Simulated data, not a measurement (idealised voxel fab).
The following process module bears the name voxel transistor to metal.
Square cell edge 5 nm, section width 160 nm, ID cut.
Throughout this document, each cross-section is represented as a grid of square cells and is presented as a sequence of bands enumerated from the top downward, where a band comprises one or more rows of cells.
Per band: top height and bottom height in nm, followed by the left-to-right materials and their widths in nm; "full width" marks a single material spanning edge to edge, "air" marks empty space.
Heights are reckoned from 0. Under this level, the received wafer is all of one material. The bottommost band is open-ended downward, for example "z 0 and below".
Per-row width for "30 to 40": begins at first number (top row of band), ends at second number (bottom row), increment between rows held constant.
No cell of the cross-section changed in a step that is given as "left unchanged".
Empty spaces without an open route to the top, at least 8 cells in extent, make up the entry "Closed internal voids"; each is given as width x height at distance, where the distance is measured from the left edge, and all are in nm.
On a step's line, text after the settings is the simulator commenting on that step.
overlay nm: mask right of planned place by this much (step with mask). Neg. = left.
### Process steps (planned)
| 1 | RECEIVE [material Si] |
| 2 | OXIDIZE [depth nm 5] |
| 3 | CONFORMAL_DEP [material SiN] [thk nm 10] |
| 4 | MASKED_ETCH [tone cover] [mask id ACTIVE] [width nm 100] [etch materials SiN] [depth nm 10] [overlay nm 0] |
| 5 | MASKED_ETCH [tone cover] [mask id ACTIVE] [width nm 100] [etch materials SiO2] [depth nm 5] [overlay nm 0] |
| 6 | MASKED_ETCH [tone cover] [mask id ACTIVE] [width nm 100] [etch materials Si] [depth nm 25] [overlay nm 0] |
| 7 | OXIDIZE [depth nm 5] |
| 8 | FILL_DEP [material SiO2] [thk nm 15] |
| 9 | CMP [height nm 10] |
| 10 | SELECTIVE_ETCH [etch materials SiO2] [depth nm 5] |
| 11 | STRIP [etch materials SiN] |
| 12 | SELECTIVE_ETCH [etch materials SiO2] [depth nm 5] |
| 13 | OXIDIZE [depth nm 5] |
| 14 | DIRECTIONAL_DEP [material polySi] [thk nm 30] |
| 15 | DIRECTIONAL_DEP [material SiCN] [thk nm 10] |
| 16 | MASKED_ETCH [tone cover] [mask id GATE] [width nm 20] [etch materials SiCN] [depth nm 20] [overlay nm 0] |
| 17 | MASKED_ETCH [tone cover] [mask id GATE] [width nm 20] [etch materials polySi] [depth nm 40] [overlay nm 0] |
| 18 | CONFORMAL_DEP [material SiN] [thk nm 5] |
| 19 | DIRECTIONAL_ETCH [etch materials SiN] [depth nm 5] |
| 20 | DIRECTIONAL_ETCH [etch materials SiO2] [depth nm 5] |
| 21 | EPI [material pSi] [thk nm 5] |
| 22 | FILL_DEP [material SiO2] [thk nm 10] |
| 23 | CMP [height nm 35] |
| 24 | DIRECTIONAL_DEP [material SiO2] [thk nm 15] |
| 25 | MASKED_ETCH [tone open] [mask id CONTACT] [width nm 15] [pitch nm 75] [etch materials SiO2] [depth nm 55] [overlay nm 0] |
| 26 | CONFORMAL_DEP [material TiN] [thk nm 5] |
| 27 | FILL_DEP [material Ru] [thk nm 5] |
| 28 | CMP [height nm 50] |
| 29 | CONFORMAL_DEP [material SiCN] [thk nm 5] |
| 30 | DIRECTIONAL_DEP [material SiO2] [thk nm 25] |
| 31 | PATTERN [tone open] [mask id METAL_1] [material resist] [width nm 15] [pitch nm 75] [thk nm 15] [overlay nm 0] |
| 32 | DIRECTIONAL_ETCH [etch materials SiO2] [depth nm 25] |
| 33 | DIRECTIONAL_ETCH [etch materials SiCN] [depth nm 5] |
| 34 | STRIP [etch materials resist] |
| 35 | CONFORMAL_DEP [material TiN] [thk nm 5] |
| 36 | FILL_DEP [material Ru] [thk nm 5] |
| 37 | CMP [height nm 80] |
| 38 | EPI [material Ru] [thk nm 5] |
| 39 | FILL_DEP [material SiCN] [thk nm 5] |
### As-received state of the wafer in cross-section, equivalent to post-step 1
- z 0 and below | Si full width
- Closed internal voids: none
### Cross-section taken at module completion on the first of two wafers; processed per the plan
- z 90 to 85 | SiCN full width
- z 85 to 80 | SiCN (30)  Ru (25)  SiCN (50)  Ru (25)  SiCN (30)
- z 80 to 55 | SiO2 (35)  TiN (5)  Ru (5)  TiN (5)  SiO2 (60)  TiN (5)  Ru (5)  TiN (5)  SiO2 (35)
- z 55 to 50 | SiCN (35)  TiN (15)  SiCN (60)  TiN (15)  SiCN (35)
- z 50 to 35 | SiO2 (35)  TiN (5)  Ru (5)  TiN (5)  SiO2 (60)  TiN (5)  Ru (5)  TiN (5)  SiO2 (35)
- z 35 to 25 | SiO2 (35)  TiN (5)  Ru (5)  TiN (5)  SiO2 (15)  SiN (5)  SiCN (20)  SiN (5)  SiO2 (15)  TiN (5)  Ru (5)  TiN (5)  SiO2 (35)
- z 25 to 0 | SiO2 (35)  TiN (5)  Ru (5)  TiN (5)  SiO2 (15)  SiN (5)  polySi (20)  SiN (5)  SiO2 (15)  TiN (5)  Ru (5)  TiN (5)  SiO2 (35)
- z 0 to -5 | SiO2 (25)  SiN (5)  SiO2 (5)  TiN (15)  SiO2 (15)  SiN (5)  polySi (20)  SiN (5)  SiO2 (15)  TiN (15)  SiO2 (5)  SiN (5)  SiO2 (25)
- z -5 to -10 | SiO2 (30)  pSi (35)  SiO2 (30)  pSi (35)  SiO2 (30)
- z -10 to -35 | SiO2 (35)  Si (90)  SiO2 (35)
- z -35 and below | Si full width
- Closed internal voids: none
### Cross-sectional view of the second of two wafers upon completion of the module. This wafer shared its starting condition and process plan with the first; one error was made during its execution
- z 90 to 85 | SiCN full width
- z 85 to 80 | SiCN (30)  Ru (25)  SiCN (50)  Ru (25)  SiCN (30)
- z 80 to 55 | SiO2 (35)  TiN (5)  Ru (5)  TiN (5)  SiO2 (60)  TiN (5)  Ru (5)  TiN (5)  SiO2 (35)
- z 55 to 50 | SiCN (35)  TiN (15)  SiCN (60)  TiN (15)  SiCN (35)
- z 50 to 35 | SiO2 (35)  TiN (5)  Ru (5)  TiN (5)  SiO2 (60)  TiN (5)  Ru (5)  TiN (5)  SiO2 (35)
- z 35 to 25 | SiO2 (35)  TiN (5)  Ru (5)  TiN (5)  SiO2 (15)  SiN (5)  SiCN (20)  SiN (5)  SiO2 (15)  TiN (5)  Ru (5)  TiN (5)  SiO2 (35)
- z 25 to 0 | SiO2 (35)  TiN (5)  Ru (5)  TiN (5)  SiO2 (15)  SiN (5)  polySi (20)  SiN (5)  SiO2 (15)  TiN (5)  Ru (5)  TiN (5)  SiO2 (35)
- z 0 to -5 | SiO2 (25)  SiN (5)  SiO2 (5)  TiN (15)  SiO2 (15)  SiN (5)  polySi (20)  SiN (5)  SiO2 (15)  TiN (15)  SiO2 (5)  SiN (5)  SiO2 (25)
- z -5 to -10 | SiO2 (30)  pSi (35)  SiO2 (30)  pSi (35)  SiO2 (30)
- z -10 to -60 | SiO2 (35)  Si (90)  SiO2 (35)
- z -60 and below | Si full width
- Closed internal voids: none
Misprocessing identified: in the plan, step 6 was performed twice
Upon completion, the second wafer contains, in terms of cells, a greater or smaller amount of certain materials than the first wafer: 70 fewer of Si | 70 more of SiO2
